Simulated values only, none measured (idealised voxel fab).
process module | voxel capacitor over wiring
cross-section cut | 150 nm wide | cells 5 nm
A cross-section is a grid of square cells, given in bands from the top down. A band is one or more rows of cells.
Each band's line starts with the height of the band's top and of its bottom, in nm. Then come its materials from left to right, each with its width in nm. One material with "throughout" fills the band from edge to edge. "air" is empty space.
Height 0 is the level under which the wafer as received is all one material. The lowest band goes on downwards, as in "0 down".
A width such as "30 to 40" changes by the same amount from each row of cells to the next, from the band's top row to its bottom row.
"no change" after a step means that no cell of the cross-section changed.
closed voids: empty space of 8 cells or more with no open way to the top, each as width x height at its distance from the left edge, in nm
after a step's settings: what the simulator itself notes on the step
overlay nm, on a step with a mask: how far to the right of its planned place the mask lay; to the left if negative
plan
1 op RECEIVE | material Si
2 op CONFORMAL_DEP | material SiO2 | thk nm 10
3 op DIRECTIONAL_DEP | material TiN | thk nm 5
4 op DIRECTIONAL_DEP | material W | thk nm 15
5 op MASKED_ETCH | tone cover | mask id METAL_1 | width nm 30 | pitch nm 90 | etch materials W | depth nm 15 | overlay nm 0
6 op MASKED_ETCH | tone cover | mask id METAL_1 | width nm 30 | pitch nm 90 | etch materials TiN | depth nm 5 | overlay nm 0
7 op CONFORMAL_DEP | material SiCN | thk nm 5
8 op FILL_DEP | material lowk | thk nm 5
9 op CMP | height nm 30
10 op CONFORMAL_DEP | material SiCN | thk nm 5
11 op DIRECTIONAL_DEP | material lowk | thk nm 15
12 op MASKED_ETCH | tone open | mask id PLUG_1 | width nm 15 | etch materials lowk | depth nm 15 | overlay nm 0
13 op MASKED_ETCH | tone open | mask id PLUG_1 | width nm 15 | etch materials SiCN | depth nm 5 | overlay nm 0
14 op EPI | material Ru | thk nm 10
15 op EPI | material Ru | thk nm 10
16 op DIRECTIONAL_DEP | material TiN | thk nm 10
17 op DIRECTIONAL_DEP | material SiN | thk nm 5
18 op DIRECTIONAL_DEP | material TiN | thk nm 10
19 op DIRECTIONAL_DEP | material aC | thk nm 15
20 op PATTERN | tone cover | mask id UPPER_PLATE | material resist | width nm 65 | thk nm 35 | overlay nm 0
21 op DIRECTIONAL_ETCH | etch materials aC | depth nm 15
22 op STRIP | etch materials resist
23 op DIRECTIONAL_ETCH | etch materials TiN | depth nm 10
24 op DIRECTIONAL_ETCH | etch materials SiN | depth nm 5
25 op STRIP | etch materials aC
26 op DIRECTIONAL_DEP | material aC | thk nm 15
27 op PATTERN | tone cover | mask id LOWER_PLATE | material resist | width nm 75 | thk nm 35 | overlay nm 0
28 op DIRECTIONAL_ETCH | etch materials aC | depth nm 15
29 op STRIP | etch materials resist
30 op DIRECTIONAL_ETCH | etch materials TiN | depth nm 10
31 op STRIP | etch materials aC
32 op FILL_DEP | material SiO2 | thk nm 15
33 op CMP | height nm 85
34 op PATTERN | tone open | mask id PLUG_2 | material resist | width nm 15 | thk nm 20 | overlay nm 0
35 op DIRECTIONAL_ETCH | etch materials SiO2 | depth nm 10
36 op STRIP | etch materials resist
37 op CONFORMAL_DEP | material TiN | thk nm 5
38 op FILL_DEP | material Cu | thk nm 10
39 op CMP | height nm 85
40 op CONFORMAL_DEP | material SiCN | thk nm 5
as received, after step 1
  0 down: Si throughout
  closed voids: none
a wafer at the end: this start, this plan, one mistake
  85 to 80: SiCN throughout
  80 to 75: SiO2 40 | TiN 15 | SiO2 95
  75 to 65: SiO2 30 | TiN 65 | SiO2 55
  65 to 60: SiO2 30 | SiN 65 | SiO2 55
  60 to 50: SiO2 25 | TiN 75 | SiO2 50
  50 to 35: lowk 30 | Ru 15 | lowk 105
  35 to 30: SiCN 30 | Ru 15 | SiCN 105
  30 to 15: lowk 10 | SiCN 5 | W 30 | SiCN 5 | lowk 50 | SiCN 5 | W 30 | SiCN 5 | lowk 10
  15 to 10: SiCN 15 | TiN 30 | SiCN 60 | TiN 30 | SiCN 15
  10 to 0: SiO2 throughout
  0 down: Si throughout
  closed voids: none
what went wrong: step 39 ran as: op CMP | height nm 80
